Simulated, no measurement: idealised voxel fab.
This is a process module. Its name is voxel released beams.
Cross-section cut spans 290 nm and uses square cells 5 nm in size.
If you're reading a cross-section in this doc, picture square cells in a grid; it comes to you as bands, top ones listed first down to the bottom, and a band can be one or more rows of cells.
The band entry comprises the height of the band's top followed by the height of its bottom, expressed in nm, and subsequently the band's materials from left to right, each stated together with its width in nm. Where a single material is marked with the word "everywhere", that material fills the band from edge to edge. The word "empty" represents empty space.
Counting heights begins at 0, where everything beneath is, in the wafer as received, one material. The lowest band has no bottom; it goes on downwards, as "from 0 down" shows.
Read "30..40" as a graded width: first number on top, second number at the bottom, same change between each pair of neighbouring rows.
Any step labelled "nothing different" changed none of the cells in the cross-section.
The label "closed voids" introduces a list of the empty spaces, 8 cells or larger, that have no open way up to the top; each entry in it reads width x height at distance, where the distance is taken from the left edge and all three are stated in nm.
Where a step's line continues beyond its settings, the continuation is a remark by the simulator itself on that step.
Among the settings permitted on a step's line is "overlay nm"; applied to a step with a mask, it specifies the extent to which the mask lay to the right of its planned position, whereas a negative figure signifies a position to the left.

Set out below are the planned steps of the process:
1,RECEIVE (material Si)
2,CONFORMAL_DEP (material SiN; thk nm 10)
3,DIRECTIONAL_DEP (material SiO2; thk nm 20)
4,MASKED_ETCH (tone open; mask id ANCHOR; width nm 35; etch materials SiO2; depth nm 20; overlay nm 0)
5,CONFORMAL_DEP (material polySi; thk nm 10)
6,MASKED_ETCH (tone cover; mask id BEAM; width nm 90; etch materials polySi; depth nm 10; overlay nm 0)
7,STRIP (etch materials SiO2)

as received, after step 1:
    from 0 down = Si everywhere
    closed voids: none

One mistake in running the module, otherwise start and plan as above: cross-section at the end:
    from 40 to 30 = empty=95; polySi=90; empty=105
    from 30 to 20 = SiN everywhere
    from 20 to 0 = SiO2 everywhere
    from 0 down = Si everywhere
    closed voids: none
Error vs. plan: steps 2 and 3 of the plan were each performed in the slot designated for the other
